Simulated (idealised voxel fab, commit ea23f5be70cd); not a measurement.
The following is a process module called voxel gate over fins.
The figure presents cross-section cut, which has a width of 155 nm and is divided into square cells with an edge length of 5 nm.
For the purposes of this document, a cross-section shall be understood as a grid of square cells, specified as bands listed in top-to-bottom order, each band consisting of one or more rows of cells.
Look at the band entry: it leads with the top's height and the bottom's height in nm. Then it lists the materials left to right, with a width in nm for each. The word "edge to edge" on a single material says that material fills the band edge to edge. The word "blank" is empty space.
Below 0: as-received wafer, all one material; heights counted from there. Lowest band: no bottom, goes on down, written "0 and below".
Width spec "30..40" -> top row of cells at first value, bottom row at second value, equal per-row change in between.
"nothing was modified" (step): cross-section cells unchanged, all of them.
This entry, "Enclosed cavity list", enumerates those empty regions of no fewer than 8 cells that possess no open connection to the top. Each region is reported in the form width x height at distance, the distance being taken from the left edge, with all three quantities expressed in nm.
Text after the settings on a step's line: the simulator's own remark on that step.
The line of a step may include "overlay nm". On a step with a mask, this value is how far to the right of its planned place the mask lay. A negative value means the mask lay to the left.
### The steps planned for the process are as follows
- 1: RECEIVE: material Si
- 2: CONFORMAL_DEP: material SiN, thk nm 5
- 3: MASKED_ETCH: tone cover, mask id FINS, width nm 15, pitch nm 50, etch materials SiN, depth nm 5, overlay nm 0
- 4: MASKED_ETCH: tone cover, mask id FINS, width nm 15, pitch nm 50, etch materials Si, depth nm 30, overlay nm 0
- 5: FILL_DEP: material SiO2, thk nm 5
- 6: CMP: height nm 5
- 7: DIRECTIONAL_DEP: material aC, thk nm 10
- 8: PATTERN: tone open, mask id RAIL, material resist, width nm 15, thk nm 30, overlay nm 0
- 9: DIRECTIONAL_ETCH: etch materials aC, depth nm 10
- 10: STRIP: etch materials resist
- 11: DIRECTIONAL_ETCH: etch materials SiO2, depth nm 30
- 12: STRIP: etch materials aC
- 13: CONFORMAL_DEP: material TiN, thk nm 5
- 14: FILL_DEP: material W, thk nm 10
- 15: CMP: height nm 5
- 16: SELECTIVE_ETCH: etch materials W Ru TiN, depth nm 20
- 17: FILL_DEP: material SiO2, thk nm 5
- 18: CMP: height nm 5
- 19: SELECTIVE_ETCH: etch materials SiO2, depth nm 15
- 20: STRIP: etch materials SiN
- 21: CONFORMAL_DEP: material HfO2, thk nm 5
- 22: CONFORMAL_DEP: material TiN, thk nm 5
- 23: FILL_DEP: material W, thk nm 10
- 24: CMP: height nm 15
- 25: CONFORMAL_DEP: material SiCN, thk nm 10
### The first of two wafers, run as planned
### Cross-section of the wafer at receipt, which is the condition after step 1
* 0 and below | Si edge to edge
* Enclosed cavity list: none
### So this is the wafer cross-section right after step 2
* 5 down to 0 | SiN edge to edge
* Heights below 0 show no change.
### So this is the wafer cross-section right after step 3
* 5 down to 0 | blank: 20 / SiN: 15 / blank: 35 / SiN: 15 / blank: 35 / SiN: 15 / blank: 20
* Heights below 0 show no change.
### So this is the wafer cross-section right after step 4
* 5 down to 0 | blank: 20 / SiN: 15 / blank: 35 / SiN: 15 / blank: 35 / SiN: 15 / blank: 20
* 0 down to -30 | blank: 20 / Si: 15 / blank: 35 / Si: 15 / blank: 35 / Si: 15 / blank: 20
* Heights below -30 show no change.
### So this is the wafer cross-section right after step 5
* 10 down to 5 | SiO2 edge to edge
* 5 down to 0 | SiO2: 20 / SiN: 15 / SiO2: 35 / SiN: 15 / SiO2: 35 / SiN: 15 / SiO2: 20
* 0 down to -30 | SiO2: 20 / Si: 15 / SiO2: 35 / Si: 15 / SiO2: 35 / Si: 15 / SiO2: 20
* Heights below -30 show no change.
### So this is the wafer cross-section right after step 6
* 5 down to 0 | SiO2: 20 / SiN: 15 / SiO2: 35 / SiN: 15 / SiO2: 35 / SiN: 15 / SiO2: 20
* Heights below 0 show no change.
### So this is the wafer cross-section right after step 7
* 15 down to 5 | aC edge to edge
* Heights below 5 show no change.
### So this is the wafer cross-section right after step 8
* 45 down to 15 | resist: 45 / blank: 15 / resist: 95
* Heights below 15 show no change.
### So this is the wafer cross-section right after step 9
* 35 down to 15 | resist: 45 / blank: 15 / resist: 95
* 15 down to 5 | aC: 45 / blank: 15 / aC: 95
* Heights below 5 show no change.
### So this is the wafer cross-section right after step 10
* 15 down to 5 | aC: 45 / blank: 15 / aC: 95
* Heights below 5 show no change.
### So this is the wafer cross-section right after step 11
* 15 down to 5 | aC: 45 / blank: 15 / aC: 95
* 5 down to 0 | SiO2: 20 / SiN: 15 / SiO2: 10 / blank: 15 / SiO2: 10 / SiN: 15 / SiO2: 35 / SiN: 15 / SiO2: 20
* 0 down to -25 | SiO2: 20 / Si: 15 / SiO2: 10 / blank: 15 / SiO2: 10 / Si: 15 / SiO2: 35 / Si: 15 / SiO2: 20
* Heights below -25 show no change.
### So this is the wafer cross-section right after step 12
* 5 down to 0 | SiO2: 20 / SiN: 15 / SiO2: 10 / blank: 15 / SiO2: 10 / SiN: 15 / SiO2: 35 / SiN: 15 / SiO2: 20
* Heights below 0 show no change.
### So this is the wafer cross-section right after step 13
* 10 down to 5 | TiN: 50 / blank: 5 / TiN: 100
* 5 down to 0 | SiO2: 20 / SiN: 15 / SiO2: 10 / TiN: 5 / blank: 5 / TiN: 5 / SiO2: 10 / SiN: 15 / SiO2: 35 / SiN: 15 / SiO2: 20
* 0 down to -20 | SiO2: 20 / Si: 15 / SiO2: 10 / TiN: 5 / blank: 5 / TiN: 5 / SiO2: 10 / Si: 15 / SiO2: 35 / Si: 15 / SiO2: 20
* -20 down to -25 | SiO2: 20 / Si: 15 / SiO2: 10 / TiN: 15 / SiO2: 10 / Si: 15 / SiO2: 35 / Si: 15 / SiO2: 20
* Heights below -25 show no change.
### So this is the wafer cross-section right after step 14
* 20 down to 10 | W edge to edge
* 10 down to 5 | TiN: 50 / W: 5 / TiN: 100
* 5 down to 0 | SiO2: 20 / SiN: 15 / SiO2: 10 / TiN: 5 / W: 5 / TiN: 5 / SiO2: 10 / SiN: 15 / SiO2: 35 / SiN: 15 / SiO2: 20
* 0 down to -20 | SiO2: 20 / Si: 15 / SiO2: 10 / TiN: 5 / W: 5 / TiN: 5 / SiO2: 10 / Si: 15 / SiO2: 35 / Si: 15 / SiO2: 20
* Heights below -20 show no change.
### So this is the wafer cross-section right after step 15
* 5 down to 0 | SiO2: 20 / SiN: 15 / SiO2: 10 / TiN: 5 / W: 5 / TiN: 5 / SiO2: 10 / SiN: 15 / SiO2: 35 / SiN: 15 / SiO2: 20
* Heights below 0 show no change.
### So this is the wafer cross-section right after step 16
* 5 down to 0 | SiO2: 20 / SiN: 15 / SiO2: 10 / blank: 15 / SiO2: 10 / SiN: 15 / SiO2: 35 / SiN: 15 / SiO2: 20
* 0 down to -15 | SiO2: 20 / Si: 15 / SiO2: 10 / blank: 15 / SiO2: 10 / Si: 15 / SiO2: 35 / Si: 15 / SiO2: 20
* Heights below -15 show no change.
### So this is the wafer cross-section right after step 17
* 10 down to 5 | SiO2 edge to edge
* 5 down to 0 | SiO2: 20 / SiN: 15 / SiO2: 35 / SiN: 15 / SiO2: 35 / SiN: 15 / SiO2: 20
* 0 down to -15 | SiO2: 20 / Si: 15 / SiO2: 35 / Si: 15 / SiO2: 35 / Si: 15 / SiO2: 20
* Heights below -15 show no change.
### So this is the wafer cross-section right after step 18
* 5 down to 0 | SiO2: 20 / SiN: 15 / SiO2: 35 / SiN: 15 / SiO2: 35 / SiN: 15 / SiO2: 20
* Heights below 0 show no change.
### So this is the wafer cross-section right after step 19
* 5 down to 0 | blank: 20 / SiN: 15 / blank: 35 / SiN: 15 / blank: 35 / SiN: 15 / blank: 20
* 0 down to -10 | blank: 20 / Si: 15 / blank: 35 / Si: 15 / blank: 35 / Si: 15 / blank: 20
* Heights below -10 show no change.
### So this is the wafer cross-section right after step 20
* 0 down to -10 | blank: 20 / Si: 15 / blank: 35 / Si: 15 / blank: 35 / Si: 15 / blank: 20
* Heights below -10 show no change.
### So this is the wafer cross-section right after step 21
* 5 down to 0 | blank: 15 / HfO2: 25 / blank: 25 / HfO2: 25 / blank: 25 / HfO2: 25 / blank: 15
* 0 down to -5 | blank: 15 / HfO2: 5 / Si: 15 / HfO2: 5 / blank: 25 / HfO2: 5 / Si: 15 / HfO2: 5 / blank: 25 / HfO2: 5 / Si: 15 / HfO2: 5 / blank: 15
* -5 down to -10 | HfO2: 20 / Si: 15 / HfO2: 35 / Si: 15 / HfO2: 35 / Si: 15 / HfO2: 20
* Heights below -10 show no change.
### So this is the wafer cross-section right after step 22
* 10 down to 5 | blank: 10 / TiN: 35 / blank: 15 / TiN: 35 / blank: 15 / TiN: 35 / blank: 10
* 5 down to 0 | blank: 10 / TiN: 5 / HfO2: 25 / TiN: 5 / blank: 15 / TiN: 5 / HfO2: 25 / TiN: 5 / blank: 15 / TiN: 5 / HfO2: 25 / TiN: 5 / blank: 10
* 0 down to -5 | TiN: 15 / HfO2: 5 / Si: 15 / HfO2: 5 / TiN: 25 / HfO2: 5 / Si: 15 / HfO2: 5 / TiN: 25 / HfO2: 5 / Si: 15 / HfO2: 5 / TiN: 15
* Heights below -5 show no change.
### So this is the wafer cross-section right after step 23
* 20 down to 10 | W edge to edge
* 10 down to 5 | W: 10 / TiN: 35 / W: 15 / TiN: 35 / W: 15 / TiN: 35 / W: 10
* 5 down to 0 | W: 10 / TiN: 5 / HfO2: 25 / TiN: 5 / W: 15 / TiN: 5 / HfO2: 25 / TiN: 5 / W: 15 / TiN: 5 / HfO2: 25 / TiN: 5 / W: 10
* Heights below 0 show no change.
### So this is the wafer cross-section right after step 24
* 15 down to 10 | W edge to edge
* Heights below 10 show no change.
### So this is the wafer cross-section right after step 25
* 25 down to 15 | SiCN edge to edge
* Heights below 15 show no change.
### The second wafer was prepared from the same starting point and under the same plan as the first; its processing contained one mistake, and it remains indistinguishable from the first wafer up to and including step 15
### Second wafer: cross-section at the scheduled end of step 16
* 5 down to 0 | SiO2: 20 / SiN: 15 / SiO2: 10 / TiN: 5 / blank: 5 / TiN: 5 / SiO2: 10 / SiN: 15 / SiO2: 35 / SiN: 15 / SiO2: 20
* 0 down to -15 | SiO2: 20 / Si: 15 / SiO2: 10 / TiN: 5 / blank: 5 / TiN: 5 / SiO2: 10 / Si: 15 / SiO2: 35 / Si: 15 / SiO2: 20
* Heights below -15 show no change.
### Second wafer: cross-section at the scheduled end of step 17
* 10 down to 5 | SiO2 edge to edge
* 5 down to 0 | SiO2: 20 / SiN: 15 / SiO2: 10 / TiN: 5 / SiO2: 5 / TiN: 5 / SiO2: 10 / SiN: 15 / SiO2: 35 / SiN: 15 / SiO2: 20
* 0 down to -15 | SiO2: 20 / Si: 15 / SiO2: 10 / TiN: 5 / SiO2: 5 / TiN: 5 / SiO2: 10 / Si: 15 / SiO2: 35 / Si: 15 / SiO2: 20
* Heights below -15 show no change.
### Second wafer: cross-section at the scheduled end of step 18
* 5 down to 0 | SiO2: 20 / SiN: 15 / SiO2: 10 / TiN: 5 / SiO2: 5 / TiN: 5 / SiO2: 10 / SiN: 15 / SiO2: 35 / SiN: 15 / SiO2: 20
* Heights below 0 show no change.
### Second wafer: cross-section at the scheduled end of step 19
* 5 down to 0 | blank: 20 / SiN: 15 / blank: 10 / TiN: 5 / blank: 5 / TiN: 5 / blank: 10 / SiN: 15 / blank: 35 / SiN: 15 / blank: 20
* 0 down to -10 | blank: 20 / Si: 15 / blank: 10 / TiN: 5 / blank: 5 / TiN: 5 / blank: 10 / Si: 15 / blank: 35 / Si: 15 / blank: 20
* Heights below -10 show no change.
### Second wafer: cross-section at the scheduled end of step 20
* 5 down to 0 | blank: 45 / TiN: 5 / blank: 5 / TiN: 5 / blank: 95
* Heights below 0 show no change.
### Second wafer: cross-section at the scheduled end of step 21
* 10 down to 5 | blank: 40 / HfO2: 25 / blank: 90
* 5 down to 0 | blank: 15 / HfO2: 30 / TiN: 5 / HfO2: 5 / TiN: 5 / HfO2: 30 / blank: 25 / HfO2: 25 / blank: 15
* 0 down to -5 | blank: 15 / HfO2: 5 / Si: 15 / HfO2: 10 / TiN: 5 / HfO2: 5 / TiN: 5 / HfO2: 10 / Si: 15 / HfO2: 5 / blank: 25 / HfO2: 5 / Si: 15 / HfO2: 5 / blank: 15
* -5 down to -10 | HfO2: 20 / Si: 15 / HfO2: 10 / TiN: 5 / HfO2: 5 / TiN: 5 / HfO2: 10 / Si: 15 / HfO2: 35 / Si: 15 / HfO2: 20
* Heights below -10 show no change.
### Second wafer: cross-section at the scheduled end of step 22
* 15 down to 10 | blank: 35 / TiN: 35 / blank: 85
* 10 down to 5 | blank: 10 / TiN: 30 / HfO2: 25 / TiN: 30 / blank: 15 / TiN: 35 / blank: 10
* 5 down to 0 | blank: 10 / TiN: 5 / HfO2: 30 / TiN: 5 / HfO2: 5 / TiN: 5 / HfO2: 30 / TiN: 5 / blank: 15 / TiN: 5 / HfO2: 25 / TiN: 5 / blank: 10
* 0 down to -5 | TiN: 15 / HfO2: 5 / Si: 15 / HfO2: 10 / TiN: 5 / HfO2: 5 / TiN: 5 / HfO2: 10 / Si: 15 / HfO2: 5 / TiN: 25 / HfO2: 5 / Si: 15 / HfO2: 5 / TiN: 15
* Heights below -5 show no change.
### Second wafer: cross-section at the scheduled end of step 23
* 25 down to 15 | W edge to edge
* 15 down to 10 | W: 35 / TiN: 35 / W: 85
* 10 down to 5 | W: 10 / TiN: 30 / HfO2: 25 / TiN: 30 / W: 15 / TiN: 35 / W: 10
* 5 down to 0 | W: 10 / TiN: 5 / HfO2: 30 / TiN: 5 / HfO2: 5 / TiN: 5 / HfO2: 30 / TiN: 5 / W: 15 / TiN: 5 / HfO2: 25 / TiN: 5 / W: 10
* Heights below 0 show no change.
### Second wafer: cross-section at the scheduled end of step 24
* 15 down to 10 | W: 35 / TiN: 35 / W: 85
* Heights below 10 show no change.
### Second wafer: cross-section at the scheduled end of step 25
* 25 down to 15 | SiCN edge to edge
* Heights below 15 show no change.
Diagnosis: step 16 off recipe, ran as SELECTIVE_ETCH: etch materials W, depth nm 20
Materials where the second wafer ends with more or fewer cells than the first: HfO2: 9 more, SiO2: 2 fewer, TiN: 6 more, W: 13 fewer
